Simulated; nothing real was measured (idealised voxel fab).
process module | voxel ribs on slabs
Cross-section cut: width 185 nm, square cells of 5 nm.
The cross-sections in this document take the form of a grid made of square cells. They are written out as bands, in order from top to bottom. Each band consists of one or more rows of cells. What a band's entry tells you: where the top is and where the bottom is, as heights in nm, and after that what lies inside, material by material from left to right, each with its width in nm. Empty space is written as the word "air", and a single material marked with the word "full width" occupies the band from edge to edge. All heights in this document are referenced to 0, defined as the level beneath which the wafer, as received, consists entirely of one material. The lowest band is not bounded below; it extends indefinitely downward and is written in the form "0 nm and below". Per-row width for "30->40": begins at first number (top row of band), ends at second number (bottom row), increment between rows held constant. Where a step carries "no modifications", the cross-section came out of it unchanged, cell for cell. In the "Fully closed voids" entry, you get each enclosed empty space of 8 cells or more, one with no open way to the top, written width x height at distance, distance from the left edge, in nm. after a step's settings: what the simulator itself notes on the step. overlay nm: right-of-plan distance of the mask on a masked step; negative values mean left-of-plan.
Process steps foreseen in the plan:
| 1 | RECEIVE: material Si |
| 2 | DIRECTIONAL_DEP: material SiO2, thk nm 25 |
| 3 | DIRECTIONAL_DEP: material polySi, thk nm 15 |
| 4 | PATTERN: tone cover, mask id RIB, material resist, width nm 25, thk nm 15, overlay nm 0 |
| 5 | DIRECTIONAL_ETCH: etch materials polySi, depth nm 10 |
| 6 | STRIP: etch materials resist |
| 7 | MASKED_ETCH: tone cover, mask id SLAB, width nm 65, etch materials polySi, depth nm 5, overlay nm 0 |
| 8 | FILL_DEP: material SiO2, thk nm 20 |
| 9 | CMP: height nm 50 |
| 10 | DIRECTIONAL_DEP: material TiN, thk nm 10 |
| 11 | MASKED_ETCH: tone cover, mask id HEATER, width nm 35, etch materials TiN, depth nm 10, overlay nm 0 |
| 12 | CONFORMAL_DEP: material SiN, thk nm 5 |
Wafer as received: cross-section following step 1:
  0 nm and below  Si full width
  Fully closed voids: none
Here's the wafer cut in cross-section after the module, started and planned just like above, except one thing was done wrong in the run:
  65 nm to 60 nm  70 nm air  45 nm SiN  70 nm air
  60 nm to 55 nm  70 nm air  5 nm SiN  35 nm TiN  5 nm SiN  70 nm air
  55 nm to 50 nm  75 nm SiN  35 nm TiN  75 nm SiN
  50 nm to 40 nm  SiO2 full width
  40 nm to 30 nm  80 nm SiO2  25 nm polySi  80 nm SiO2
  30 nm to 25 nm  70 nm SiO2  65 nm polySi  50 nm SiO2
  25 nm to 0 nm  SiO2 full width
  0 nm and below  Si full width
  Fully closed voids: none
Error vs. plan: in deviation from the planned setting, step 7 was conducted as MASKED_ETCH: tone cover, mask id SLAB, width nm 65, etch materials polySi, depth nm 5, overlay nm 10
